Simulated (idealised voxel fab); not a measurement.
Process module heading - voxel tone inversion
Each square cell in cross-section cut measures 5 nm, and the section as a whole is 200 nm wide.
In this document a cross-section is written as a grid of square cells. It is given as a series of bands, listed from the top down, and a band is one or more rows of cells. For a band, the entry starts with two heights in nm, that of the top and then that of the bottom, and carries on with the band's materials in order from left to right, each alongside its width in nm; the word "all across" beside a single material means it fills the band edge to edge, and "empty" means empty space. Basically, 0 is our baseline, since under it the wafer straight out of the box is all one material. The bottom band has no lower end and keeps on going down, so it looks like "0..down". Per-row width for "30..40": begins at first number (top row of band), ends at second number (bottom row), increment between rows held constant. "identical to before" (step): cross-section cells unchanged, all of them. The entry titled "Sealed cavities" provides the empty spaces that have no open way to the top, restricted to those of 8 cells or more. Each is presented as width x height at distance, the distance being measured from the left edge, with all three in nm. Step line, after settings: the simulator's comment on this step. The optional step-line setting "overlay nm" applies to steps with a mask and quantifies how far to the right of its planned location the mask lay, a negative value indicating leftward placement.

THE FOLLOWING LIST GIVES THE PLANNED PROCESS STEPS
- 1: RECEIVE, material Si
- 2: CONFORMAL_DEP, material SiN, thk nm 5
- 3: DIRECTIONAL_DEP, material aC, thk nm 20
- 4: PATTERN, tone cover, mask id POSTS, material resist, width nm 25, pitch nm 40, thk nm 30, overlay nm -15
- 5: DIRECTIONAL_ETCH, etch materials aC, depth nm 20
- 6: STRIP, etch materials resist
- 7: FILL_DEP, material lowk, thk nm 10
- 8: CMP, height nm 25
- 9: STRIP, etch materials aC
- 10: CONFORMAL_DEP, material TiN, thk nm 5
- 11: FILL_DEP, material Cu, thk nm 10
- 12: CMP, height nm 25
- 13: CONFORMAL_DEP, material SiN, thk nm 5
The plan shows the overlay nm of step 4 as the first wafer had it; this setting differs between the wafers, which start out alike.

SECTIONAL VIEW: FIRST OF SEVERAL WAFERS, AS RECEIVED, AFTER STEP 1
    0..down  Si all across
    Sealed cavities: none

QUICK LOOK AT THE CROSS-SECTION OF THE FIRST OF SEVERAL WAFERS AFTER STEP 13, WHICH WRAPS UP THE MODULE
    30..25  SiN all across
    25..10  30 nm lowk  5 nm TiN  15 nm Cu  5 nm TiN  15 nm lowk  5 nm TiN  15 nm Cu  5 nm TiN  15 nm lowk  5 nm TiN  15 nm Cu  5 nm TiN  65 nm lowk
    10..5  30 nm lowk  25 nm TiN  15 nm lowk  25 nm TiN  15 nm lowk  25 nm TiN  65 nm lowk
    5..0  SiN all across
    0..down  Si all across
    Sealed cavities: none

CROSS-SECTION AT MODULE COMPLETION, LAST WAFER
    30..25  SiN all across
    25..10  60 nm lowk  5 nm TiN  15 nm Cu  5 nm TiN  15 nm lowk  5 nm TiN  15 nm Cu  5 nm TiN  15 nm lowk  5 nm TiN  15 nm Cu  5 nm TiN  35 nm lowk
    10..5  60 nm lowk  25 nm TiN  15 nm lowk  25 nm TiN  15 nm lowk  25 nm TiN  35 nm lowk
    5..0  SiN all across
    0..down  Si all across
    Sealed cavities: none

THE ROWS OF THE TABLE BELOW ARE WAFERS. LOOKING AT THE END OF THE MODULE, A ROW COUNTS, FOR EVERY MATERIAL, THE CELLS THE WAFER HAS GAINED, SHOWN AS (+), OR LOST, SHOWN AS (-), SINCE IT WAS RECEIVED; ITS CLOSED VOIDS COME NEXT
overlay nm -15, +27 Cu, +80 SiN, +33 TiN, +100 lowk, Sealed cavities: none
overlay nm -10, +27 Cu, +80 SiN, +33 TiN, +100 lowk, Sealed cavities: none
overlay nm -5, +27 Cu, +80 SiN, +33 TiN, +100 lowk, Sealed cavities: none
overlay nm 0, +27 Cu, +80 SiN, +33 TiN, +100 lowk, Sealed cavities: none
overlay nm 5, +27 Cu, +80 SiN, +33 TiN, +100 lowk, Sealed cavities: none
overlay nm 10, +27 Cu, +80 SiN, +33 TiN, +100 lowk, Sealed cavities: none
overlay nm 15, +27 Cu, +80 SiN, +33 TiN, +100 lowk, Sealed cavities: none
